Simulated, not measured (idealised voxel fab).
You're looking at the process module voxel wiring stack.
The figure presents cross-section cut, which has a width of 275 nm and is divided into square cells with an edge length of 5 nm.
A cross-section is written here as square cells arranged in a grid, and it is given in bands from the top down, each band taking up one or more rows of cells. What a band's entry tells you: where the top is and where the bottom is, as heights in nm, and after that what lies inside, material by material from left to right, each with its width in nm. Empty space is written as the word "empty", and a single material marked with the word "full width" occupies the band from edge to edge. Where do heights start? At 0: under that level the wafer as delivered is made of one material only. And the lowest band has no floor; it just carries on downward, as in "from 0 down". The width entry "30->40" should be interpreted row by row: the top row of cells in the band takes the first number, the bottom row takes the second number, and the change between adjacent rows is uniform throughout. The designation "remained unchanged", where it is given for a processing step, indicates that no cell of the cross-section was altered in the course of that step. What "Fully sealed voids" gives you is every empty space of 8 cells or more that is cut off from the top. Each appears as width x height at distance, with the distance taken from the left edge and width, height and distance all in nm. The remark found on a step's line after its settings is issued by the simulator itself and pertains to that step. overlay nm: mask right of planned place by this much (step with mask). Neg. = left.
## The planned process steps are enumerated hereunder
| 1 | RECEIVE [material Si] |
| 2 | CONFORMAL_DEP [material SiO2] [thk nm 10] |
| 3 | DIRECTIONAL_DEP [material TiN] [thk nm 5] |
| 4 | DIRECTIONAL_DEP [material Ru] [thk nm 20] |
| 5 | DIRECTIONAL_DEP [material aC] [thk nm 10] |
| 6 | PATTERN [tone cover] [mask id METAL_1] [material resist] [width nm 25] [pitch nm 40] [thk nm 25] [overlay nm 0] |
| 7 | DIRECTIONAL_ETCH [etch materials aC] [depth nm 10] |
| 8 | STRIP [etch materials resist] |
| 9 | DIRECTIONAL_ETCH [etch materials Ru] [depth nm 20] |
| 10 | DIRECTIONAL_ETCH [etch materials TiN] [depth nm 5] |
| 11 | STRIP [etch materials aC] |
| 12 | CONFORMAL_DEP [material SiN] [thk nm 5] |
| 13 | FILL_DEP [material lowk] [thk nm 5] |
| 14 | CMP [height nm 35] |
| 15 | CONFORMAL_DEP [material SiCN] [thk nm 5] |
| 16 | DIRECTIONAL_DEP [material lowk] [thk nm 20] |
| 17 | PATTERN [tone open] [mask id PLUG_1] [material resist] [width nm 15] [pitch nm 80] [thk nm 20] [overlay nm 0] |
| 18 | DIRECTIONAL_ETCH [etch materials lowk] [depth nm 20] |
| 19 | DIRECTIONAL_ETCH [etch materials SiCN] [depth nm 5] |
| 20 | STRIP [etch materials resist] |
| 21 | EPI [material Ru] [thk nm 10] |
| 22 | EPI [material Ru] [thk nm 10] |
| 23 | EPI [material Ru] [thk nm 5] |
| 24 | DIRECTIONAL_DEP [material TiN] [thk nm 5] |
| 25 | DIRECTIONAL_DEP [material W] [thk nm 25] |
| 26 | DIRECTIONAL_DEP [material aC] [thk nm 10] |
| 27 | PATTERN [tone cover] [mask id METAL_2] [material resist] [width nm 25] [pitch nm 40] [thk nm 30] [overlay nm 0] |
| 28 | DIRECTIONAL_ETCH [etch materials aC] [depth nm 10] |
| 29 | STRIP [etch materials resist] |
| 30 | DIRECTIONAL_ETCH [etch materials W] [depth nm 25] |
| 31 | DIRECTIONAL_ETCH [etch materials TiN] [depth nm 5] |
| 32 | STRIP [etch materials aC] |
| 33 | FILL_DEP [material lowk] [thk nm 10] |
| 34 | CMP [height nm 90] |
| 35 | CONFORMAL_DEP [material SiN] [thk nm 5] |
## The first wafer of two, processed as planned
## This is the cross-section of the wafer as we received it, i.e. after step 1
  from 0 down  Si full width
  Fully sealed voids: none
## Take a look at the wafer's cross-section after step 2
  from 10 to 0  SiO2 full width
  Note: structure below 0 unchanged.
## Take a look at the wafer's cross-section after step 3
  from 15 to 10  TiN full width
  Note: structure below 10 unchanged.
## Take a look at the wafer's cross-section after step 4
  from 35 to 15  Ru full width
  Note: structure below 15 unchanged.
## Take a look at the wafer's cross-section after step 5
  from 45 to 35  aC full width
  Note: structure below 35 unchanged.
## Take a look at the wafer's cross-section after step 6
  from 70 to 45  empty: 65, resist: 25, empty: 15, resist: 25, empty: 15, resist: 25, empty: 15, resist: 25, empty: 65
  Note: structure below 45 unchanged.
## Take a look at the wafer's cross-section after step 7
  from 60 to 45  empty: 65, resist: 25, empty: 15, resist: 25, empty: 15, resist: 25, empty: 15, resist: 25, empty: 65
  from 45 to 35  empty: 65, aC: 25, empty: 15, aC: 25, empty: 15, aC: 25, empty: 15, aC: 25, empty: 65
  Note: structure below 35 unchanged.
## Take a look at the wafer's cross-section after step 8
  from 45 to 35  empty: 65, aC: 25, empty: 15, aC: 25, empty: 15, aC: 25, empty: 15, aC: 25, empty: 65
  Note: structure below 35 unchanged.
## Take a look at the wafer's cross-section after step 9
  from 45 to 35  empty: 65, aC: 25, empty: 15, aC: 25, empty: 15, aC: 25, empty: 15, aC: 25, empty: 65
  from 35 to 15  empty: 65, Ru: 25, empty: 15, Ru: 25, empty: 15, Ru: 25, empty: 15, Ru: 25, empty: 65
  Note: structure below 15 unchanged.
## Take a look at the wafer's cross-section after step 10
  from 45 to 35  empty: 65, aC: 25, empty: 15, aC: 25, empty: 15, aC: 25, empty: 15, aC: 25, empty: 65
  from 35 to 15  empty: 65, Ru: 25, empty: 15, Ru: 25, empty: 15, Ru: 25, empty: 15, Ru: 25, empty: 65
  from 15 to 10  empty: 65, TiN: 25, empty: 15, TiN: 25, empty: 15, TiN: 25, empty: 15, TiN: 25, empty: 65
  Note: structure below 10 unchanged.
## Take a look at the wafer's cross-section after step 11
  from 35 to 15  empty: 65, Ru: 25, empty: 15, Ru: 25, empty: 15, Ru: 25, empty: 15, Ru: 25, empty: 65
  Note: structure below 15 unchanged.
## Take a look at the wafer's cross-section after step 12
  from 40 to 35  empty: 60, SiN: 35, empty: 5, SiN: 35, empty: 5, SiN: 35, empty: 5, SiN: 35, empty: 60
  from 35 to 15  empty: 60, SiN: 5, Ru: 25, SiN: 5, empty: 5, SiN: 5, Ru: 25, SiN: 5, empty: 5, SiN: 5, Ru: 25, SiN: 5, empty: 5, SiN: 5, Ru: 25, SiN: 5, empty: 60
  from 15 to 10  SiN: 65, TiN: 25, SiN: 15, TiN: 25, SiN: 15, TiN: 25, SiN: 15, TiN: 25, SiN: 65
  Note: structure below 10 unchanged.
## Take a look at the wafer's cross-section after step 13
  from 45 to 40  lowk full width
  from 40 to 35  lowk: 60, SiN: 35, lowk: 5, SiN: 35, lowk: 5, SiN: 35, lowk: 5, SiN: 35, lowk: 60
  from 35 to 15  lowk: 60, SiN: 5, Ru: 25, SiN: 5, lowk: 5, SiN: 5, Ru: 25, SiN: 5, lowk: 5, SiN: 5, Ru: 25, SiN: 5, lowk: 5, SiN: 5, Ru: 25, SiN: 5, lowk: 60
  Note: structure below 15 unchanged.
## Take a look at the wafer's cross-section after step 14
  from 35 to 15  lowk: 60, SiN: 5, Ru: 25, SiN: 5, lowk: 5, SiN: 5, Ru: 25, SiN: 5, lowk: 5, SiN: 5, Ru: 25, SiN: 5, lowk: 5, SiN: 5, Ru: 25, SiN: 5, lowk: 60
  Note: structure below 15 unchanged.
## Take a look at the wafer's cross-section after step 15
  from 40 to 35  SiCN full width
  Note: structure below 35 unchanged.
## Take a look at the wafer's cross-section after step 16
  from 60 to 40  lowk full width
  Note: structure below 40 unchanged.
## Take a look at the wafer's cross-section after step 17
  from 80 to 60  resist: 65, empty: 15, resist: 65, empty: 15, resist: 115
  Note: structure below 60 unchanged.
## Take a look at the wafer's cross-section after step 18
  from 80 to 60  resist: 65, empty: 15, resist: 65, empty: 15, resist: 115
  from 60 to 40  lowk: 65, empty: 15, lowk: 65, empty: 15, lowk: 115
  Note: structure below 40 unchanged.
## Take a look at the wafer's cross-section after step 19
  from 80 to 60  resist: 65, empty: 15, resist: 65, empty: 15, resist: 115
  from 60 to 40  lowk: 65, empty: 15, lowk: 65, empty: 15, lowk: 115
  from 40 to 35  SiCN: 65, empty: 15, SiCN: 65, empty: 15, SiCN: 115
  Note: structure below 35 unchanged.
## Take a look at the wafer's cross-section after step 20
  from 60 to 40  lowk: 65, empty: 15, lowk: 65, empty: 15, lowk: 115
  Note: structure below 40 unchanged.
## Take a look at the wafer's cross-section after step 21
  from 60 to 45  lowk: 65, empty: 15, lowk: 65, empty: 15, lowk: 115
  from 45 to 40  lowk: 65, Ru: 15, lowk: 65, Ru: 15, lowk: 115
  from 40 to 35  SiCN: 65, Ru: 15, SiCN: 65, Ru: 15, SiCN: 115
  Note: structure below 35 unchanged.
## Take a look at the wafer's cross-section after step 22
  from 60 to 55  lowk: 65, empty: 15, lowk: 65, empty: 15, lowk: 115
  from 55 to 40  lowk: 65, Ru: 15, lowk: 65, Ru: 15, lowk: 115
  Note: structure below 40 unchanged.
## Take a look at the wafer's cross-section after step 23
  from 60 to 40  lowk: 65, Ru: 15, lowk: 65, Ru: 15, lowk: 115
  Note: structure below 40 unchanged.
## Take a look at the wafer's cross-section after step 24
  from 65 to 60  TiN full width
  Note: structure below 60 unchanged.
## Take a look at the wafer's cross-section after step 25
  from 90 to 65  W full width
  Note: structure below 65 unchanged.
## Take a look at the wafer's cross-section after step 26
  from 100 to 90  aC full width
  Note: structure below 90 unchanged.
## Take a look at the wafer's cross-section after step 27
  from 130 to 100  empty: 65, resist: 25, empty: 15, resist: 25, empty: 15, resist: 25, empty: 15, resist: 25, empty: 65
  Note: structure below 100 unchanged.
## Take a look at the wafer's cross-section after step 28
  from 120 to 100  empty: 65, resist: 25, empty: 15, resist: 25, empty: 15, resist: 25, empty: 15, resist: 25, empty: 65
  from 100 to 90  empty: 65, aC: 25, empty: 15, aC: 25, empty: 15, aC: 25, empty: 15, aC: 25, empty: 65
  Note: structure below 90 unchanged.
## Take a look at the wafer's cross-section after step 29
  from 100 to 90  empty: 65, aC: 25, empty: 15, aC: 25, empty: 15, aC: 25, empty: 15, aC: 25, empty: 65
  Note: structure below 90 unchanged.
## Take a look at the wafer's cross-section after step 30
  from 100 to 90  empty: 65, aC: 25, empty: 15, aC: 25, empty: 15, aC: 25, empty: 15, aC: 25, empty: 65
  from 90 to 65  empty: 65, W: 25, empty: 15, W: 25, empty: 15, W: 25, empty: 15, W: 25, empty: 65
  Note: structure below 65 unchanged.
## Take a look at the wafer's cross-section after step 31
  from 100 to 90  empty: 65, aC: 25, empty: 15, aC: 25, empty: 15, aC: 25, empty: 15, aC: 25, empty: 65
  from 90 to 65  empty: 65, W: 25, empty: 15, W: 25, empty: 15, W: 25, empty: 15, W: 25, empty: 65
  from 65 to 60  empty: 65, TiN: 25, empty: 15, TiN: 25, empty: 15, TiN: 25, empty: 15, TiN: 25, empty: 65
  Note: structure below 60 unchanged.
## Take a look at the wafer's cross-section after step 32
  from 90 to 65  empty: 65, W: 25, empty: 15, W: 25, empty: 15, W: 25, empty: 15, W: 25, empty: 65
  Note: structure below 65 unchanged.
## Take a look at the wafer's cross-section after step 33
  from 100 to 90  lowk full width
  from 90 to 65  lowk: 65, W: 25, lowk: 15, W: 25, lowk: 15, W: 25, lowk: 15, W: 25, lowk: 65
  from 65 to 60  lowk: 65, TiN: 25, lowk: 15, TiN: 25, lowk: 15, TiN: 25, lowk: 15, TiN: 25, lowk: 65
  Note: structure below 60 unchanged.
## Take a look at the wafer's cross-section after step 34
  from 90 to 65  lowk: 65, W: 25, lowk: 15, W: 25, lowk: 15, W: 25, lowk: 15, W: 25, lowk: 65
  Note: structure below 65 unchanged.
## Take a look at the wafer's cross-section after step 35
  from 95 to 90  SiN full width
  Note: structure below 90 unchanged.
## Okay, second wafer. Nothing different at the start, nothing different in the plan, just one mistake somewhere in the running. As far as step 5, counting that step, it's the first wafer all over again
## Second wafer, section view, time point: scheduled end of step 6
  from 70 to 45  empty: 60, resist: 25, empty: 15, resist: 25, empty: 15, resist: 25, empty: 15, resist: 25, empty: 70
  Note: structure below 45 unchanged.
## Second wafer, section view, time point: scheduled end of step 7
  from 60 to 45  empty: 60, resist: 25, empty: 15, resist: 25, empty: 15, resist: 25, empty: 15, resist: 25, empty: 70
  from 45 to 35  empty: 60, aC: 25, empty: 15, aC: 25, empty: 15, aC: 25, empty: 15, aC: 25, empty: 70
  Note: structure below 35 unchanged.
## Second wafer, section view, time point: scheduled end of step 8
  from 45 to 35  empty: 60, aC: 25, empty: 15, aC: 25, empty: 15, aC: 25, empty: 15, aC: 25, empty: 70
  Note: structure below 35 unchanged.
## Second wafer, section view, time point: scheduled end of step 9
  from 45 to 35  empty: 60, aC: 25, empty: 15, aC: 25, empty: 15, aC: 25, empty: 15, aC: 25, empty: 70
  from 35 to 15  empty: 60, Ru: 25, empty: 15, Ru: 25, empty: 15, Ru: 25, empty: 15, Ru: 25, empty: 70
  Note: structure below 15 unchanged.
## Second wafer, section view, time point: scheduled end of step 10
  from 45 to 35  empty: 60, aC: 25, empty: 15, aC: 25, empty: 15, aC: 25, empty: 15, aC: 25, empty: 70
  from 35 to 15  empty: 60, Ru: 25, empty: 15, Ru: 25, empty: 15, Ru: 25, empty: 15, Ru: 25, empty: 70
  from 15 to 10  empty: 60, TiN: 25, empty: 15, TiN: 25, empty: 15, TiN: 25, empty: 15, TiN: 25, empty: 70
  Note: structure below 10 unchanged.
## Second wafer, section view, time point: scheduled end of step 11
  from 35 to 15  empty: 60, Ru: 25, empty: 15, Ru: 25, empty: 15, Ru: 25, empty: 15, Ru: 25, empty: 70
  Note: structure below 15 unchanged.
## Second wafer, section view, time point: scheduled end of step 12
  from 40 to 35  empty: 55, SiN: 35, empty: 5, SiN: 35, empty: 5, SiN: 35, empty: 5, SiN: 35, empty: 65
  from 35 to 15  empty: 55, SiN: 5, Ru: 25, SiN: 5, empty: 5, SiN: 5, Ru: 25, SiN: 5, empty: 5, SiN: 5, Ru: 25, SiN: 5, empty: 5, SiN: 5, Ru: 25, SiN: 5, empty: 65
  from 15 to 10  SiN: 60, TiN: 25, SiN: 15, TiN: 25, SiN: 15, TiN: 25, SiN: 15, TiN: 25, SiN: 70
  Note: structure below 10 unchanged.
## Second wafer, section view, time point: scheduled end of step 13
  from 45 to 40  lowk full width
  from 40 to 35  lowk: 55, SiN: 35, lowk: 5, SiN: 35, lowk: 5, SiN: 35, lowk: 5, SiN: 35, lowk: 65
  from 35 to 15  lowk: 55, SiN: 5, Ru: 25, SiN: 5, lowk: 5, SiN: 5, Ru: 25, SiN: 5, lowk: 5, SiN: 5, Ru: 25, SiN: 5, lowk: 5, SiN: 5, Ru: 25, SiN: 5, lowk: 65
  Note: structure below 15 unchanged.
## Second wafer, section view, time point: scheduled end of step 14
  from 35 to 15  lowk: 55, SiN: 5, Ru: 25, SiN: 5, lowk: 5, SiN: 5, Ru: 25, SiN: 5, lowk: 5, SiN: 5, Ru: 25, SiN: 5, lowk: 5, SiN: 5, Ru: 25, SiN: 5, lowk: 65
  Note: structure below 15 unchanged.
## Second wafer, section view, time point: scheduled end of step 15
  from 40 to 35  SiCN full width
  Note: structure below 35 unchanged.
## Second wafer, section view, time point: scheduled end of step 16
  from 60 to 40  lowk full width
  Note: structure below 40 unchanged.
## Second wafer, section view, time point: scheduled end of step 17
  from 80 to 60  resist: 65, empty: 15, resist: 65, empty: 15, resist: 115
  Note: structure below 60 unchanged.
## Second wafer, section view, time point: scheduled end of step 18
  from 80 to 60  resist: 65, empty: 15, resist: 65, empty: 15, resist: 115
  from 60 to 40  lowk: 65, empty: 15, lowk: 65, empty: 15, lowk: 115
  Note: structure below 40 unchanged.
## Second wafer, section view, time point: scheduled end of step 19
  from 80 to 60  resist: 65, empty: 15, resist: 65, empty: 15, resist: 115
  from 60 to 40  lowk: 65, empty: 15, lowk: 65, empty: 15, lowk: 115
  from 40 to 35  SiCN: 65, empty: 15, SiCN: 65, empty: 15, SiCN: 115
  Note: structure below 35 unchanged.
## Second wafer, section view, time point: scheduled end of step 20
  from 60 to 40  lowk: 65, empty: 15, lowk: 65, empty: 15, lowk: 115
  Note: structure below 40 unchanged.
## Second wafer, section view, time point: scheduled end of step 21
  from 60 to 45  lowk: 65, empty: 15, lowk: 65, empty: 15, lowk: 115
  from 45 to 40  lowk: 65, Ru: 15, lowk: 65, Ru: 15, lowk: 115
  from 40 to 35  SiCN: 65, Ru: 15, SiCN: 65, Ru: 15, SiCN: 115
  Note: structure below 35 unchanged.
## Second wafer, section view, time point: scheduled end of step 22
  from 60 to 55  lowk: 65, empty: 15, lowk: 65, empty: 15, lowk: 115
  from 55 to 40  lowk: 65, Ru: 15, lowk: 65, Ru: 15, lowk: 115
  Note: structure below 40 unchanged.
## Second wafer, section view, time point: scheduled end of step 23
  from 60 to 40  lowk: 65, Ru: 15, lowk: 65, Ru: 15, lowk: 115
  Note: structure below 40 unchanged.
## Second wafer, section view, time point: scheduled end of step 24
  from 65 to 60  TiN full width
  Note: structure below 60 unchanged.
## Second wafer, section view, time point: scheduled end of step 25
  from 90 to 65  W full width
  Note: structure below 65 unchanged.
## Second wafer, section view, time point: scheduled end of step 26
  from 100 to 90  aC full width
  Note: structure below 90 unchanged.
## Second wafer, section view, time point: scheduled end of step 27
  from 130 to 100  empty: 65, resist: 25, empty: 15, resist: 25, empty: 15, resist: 25, empty: 15, resist: 25, empty: 65
  Note: structure below 100 unchanged.
## Second wafer, section view, time point: scheduled end of step 28
  from 120 to 100  empty: 65, resist: 25, empty: 15, resist: 25, empty: 15, resist: 25, empty: 15, resist: 25, empty: 65
  from 100 to 90  empty: 65, aC: 25, empty: 15, aC: 25, empty: 15, aC: 25, empty: 15, aC: 25, empty: 65
  Note: structure below 90 unchanged.
## Second wafer, section view, time point: scheduled end of step 29
  from 100 to 90  empty: 65, aC: 25, empty: 15, aC: 25, empty: 15, aC: 25, empty: 15, aC: 25, empty: 65
  Note: structure below 90 unchanged.
## Second wafer, section view, time point: scheduled end of step 30
  from 100 to 90  empty: 65, aC: 25, empty: 15, aC: 25, empty: 15, aC: 25, empty: 15, aC: 25, empty: 65
  from 90 to 65  empty: 65, W: 25, empty: 15, W: 25, empty: 15, W: 25, empty: 15, W: 25, empty: 65
  Note: structure below 65 unchanged.
## Second wafer, section view, time point: scheduled end of step 31
  from 100 to 90  empty: 65, aC: 25, empty: 15, aC: 25, empty: 15, aC: 25, empty: 15, aC: 25, empty: 65
  from 90 to 65  empty: 65, W: 25, empty: 15, W: 25, empty: 15, W: 25, empty: 15, W: 25, empty: 65
  from 65 to 60  empty: 65, TiN: 25, empty: 15, TiN: 25, empty: 15, TiN: 25, empty: 15, TiN: 25, empty: 65
  Note: structure below 60 unchanged.
## Second wafer, section view, time point: scheduled end of step 32
  from 90 to 65  empty: 65, W: 25, empty: 15, W: 25, empty: 15, W: 25, empty: 15, W: 25, empty: 65
  Note: structure below 65 unchanged.
## Second wafer, section view, time point: scheduled end of step 33
  from 100 to 90  lowk full width
  from 90 to 65  lowk: 65, W: 25, lowk: 15, W: 25, lowk: 15, W: 25, lowk: 15, W: 25, lowk: 65
  from 65 to 60  lowk: 65, TiN: 25, lowk: 15, TiN: 25, lowk: 15, TiN: 25, lowk: 15, TiN: 25, lowk: 65
  Note: structure below 60 unchanged.
## Second wafer, section view, time point: scheduled end of step 34
  from 90 to 65  lowk: 65, W: 25, lowk: 15, W: 25, lowk: 15, W: 25, lowk: 15, W: 25, lowk: 65
  Note: structure below 65 unchanged.
## Second wafer, section view, time point: scheduled end of step 35
  from 95 to 90  SiN full width
  Note: structure below 90 unchanged.
Deviation noted in wafer processing: in deviation from the planned setting, step 6 was conducted as PATTERN [tone cover] [mask id METAL_1] [material resist] [width nm 25] [pitch nm 40] [thk nm 25] [overlay nm -5]
Upon completion, the cell count for each material on the second wafer equals that on the first, whereas the spatial distribution of those cells differs.
